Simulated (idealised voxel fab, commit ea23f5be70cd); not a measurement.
The following is a process module called voxel self aligned contacts.
We display cut, a cross-section 250 nm in width whose square cells are each 5 nm.
Reading order for cross-sections: top band down to bottom band. Underlying form: a grid of square cells. Band size: one or more rows of cells.
Top, bottom (nm), then materials left to right with widths (nm); lone material tagged "all across" fills the whole band edge to edge; "empty" = empty space.
Heads up on the height convention: 0 is the point under which the incoming wafer is all one material, and the lowest band has no bottom, it just keeps going down, like "0 nm and below".
A width given as "30->40" starts at the first number in the band's top row and ends at the second number in its bottom row, shifting by an equal amount at every step from row to row.
"nothing different" -> step changed no cross-section cell.
Any empty space of 8 cells or more lacking an open way to the top shows up in "Sealed void list" as width x height at distance, distance from the left edge, in nm.
Formally, on a step line, whatever follows the settings is a remark that the simulator itself makes on the step.
The line of a step may include "overlay nm". On a step with a mask, this value is how far to the right of its planned place the mask lay. A negative value means the mask lay to the left.
Planned step list for the process
1. RECEIVE,material Si
2. OXIDIZE,depth nm 5
3. DIRECTIONAL_DEP,material polySi,thk nm 30
4. DIRECTIONAL_DEP,material SiN,thk nm 20
5. DIRECTIONAL_DEP,material aC,thk nm 15
6. PATTERN,tone cover,mask id GATE,material resist,width nm 35,pitch nm 65,thk nm 30,overlay nm 0
7. DIRECTIONAL_ETCH,etch materials aC,depth nm 15
8. STRIP,etch materials resist
9. DIRECTIONAL_ETCH,etch materials SiN,depth nm 20
10. DIRECTIONAL_ETCH,etch materials polySi,depth nm 30
11. STRIP,etch materials aC
12. CONFORMAL_DEP,material SiN,thk nm 5
13. DIRECTIONAL_ETCH,etch materials SiN,depth nm 5
14. FILL_DEP,material SiO2,thk nm 20
15. CMP,height nm 60
16. DIRECTIONAL_DEP,material aC,thk nm 15
17. PATTERN,tone open,mask id CONTACT,material resist,width nm 40,pitch nm 65,thk nm 30,overlay nm 0
18. DIRECTIONAL_ETCH,etch materials aC,depth nm 15
19. STRIP,etch materials resist
20. DIRECTIONAL_ETCH,etch materials SiO2,depth nm 65
21. STRIP,etch materials aC
22. CONFORMAL_DEP,material TiN,thk nm 5
23. FILL_DEP,material Ru,thk nm 5
24. CMP,height nm 60
25. CONFORMAL_DEP,material SiCN,thk nm 5
Delivered wafer in cross-section: state after step 1
    0 nm and below  Si all across
    Sealed void list: none
Here's the wafer cut in cross-section after the module, started and planned just like above, except one thing was done wrong in the run
    65 nm to 60 nm  SiCN all across
    60 nm to 55 nm  SiO2: 70, TiN: 5, Ru: 30, TiN: 5, SiO2: 25, TiN: 5, Ru: 30, TiN: 5, SiO2: 75
    55 nm to 50 nm  SiO2: 70, TiN: 40, SiO2: 25, TiN: 40, SiO2: 75
    50 nm to 30 nm  SiN: 45, SiO2: 25, SiN: 40, SiO2: 25, SiN: 40, SiO2: 25, SiN: 50
    30 nm to 0 nm  polySi: 40, SiN: 5, SiO2: 25, SiN: 5, polySi: 30, SiN: 5, SiO2: 25, SiN: 5, polySi: 30, SiN: 5, SiO2: 25, SiN: 5, polySi: 45
    0 nm to -5 nm  SiO2 all across
    -5 nm and below  Si all across
    Sealed void list: none
Run error: step 6 deviated from plan and actually ran as PATTERN,tone open,mask id GATE,material resist,width nm 35,pitch nm 65,thk nm 30,overlay nm 0
